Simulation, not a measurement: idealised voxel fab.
process module | voxel fin reveal
cross-section cut | 240 nm wide | cells 5 nm
A cross-section is a grid of square cells, given in bands from the top down. A band is one or more rows of cells.
Each band's line starts with the height of the band's top and of its bottom, in nm. Then come its materials from left to right, each with its width in nm. One material with "throughout" fills the band from edge to edge. "air" is empty space.
Height 0 is the level under which the wafer as received is all one material. The lowest band goes on downwards, as in "0 down".
A width such as "30 to 40" changes by the same amount from each row of cells to the next, from the band's top row to its bottom row.
"no change" after a step means that no cell of the cross-section changed.
closed voids: empty space of 8 cells or more with no open way to the top, each as width x height at its distance from the left edge, in nm
after a step's settings: what the simulator itself notes on the step
overlay nm, on a step with a mask: how far to the right of its planned place the mask lay; to the left if negative
plan
1 op RECEIVE | material Si
2 op CONFORMAL_DEP | material SiN | thk nm 5
3 op PATTERN | tone cover | mask id FINS | material resist | width nm 15 | pitch nm 35 | thk nm 15 | overlay nm 0
4 op DIRECTIONAL_ETCH | etch materials SiN | depth nm 5
5 op DIRECTIONAL_ETCH | etch materials Si | depth nm 35
6 op STRIP | etch materials resist
7 op FILL_DEP | material SiO2 | thk nm 15
8 op CMP | height nm 5
9 op SELECTIVE_ETCH | etch materials SiO2 | depth nm 15
10 op STRIP | etch materials SiN
as received, after step 1
  0 down: Si throughout
  closed voids: none
a wafer at the end: this start, this plan, one mistake
  0 to -10: air 65 | Si 15 | air 20 | Si 15 | air 20 | Si 15 | air 20 | Si 15 | air 55
  -10 to -35: SiO2 65 | Si 15 | SiO2 20 | Si 15 | SiO2 20 | Si 15 | SiO2 20 | Si 15 | SiO2 55
  -35 down: Si throughout
  closed voids: none
what went wrong: step 3 ran as: op PATTERN | tone cover | mask id FINS | material resist | width nm 15 | pitch nm 35 | thk nm 15 | overlay nm 5
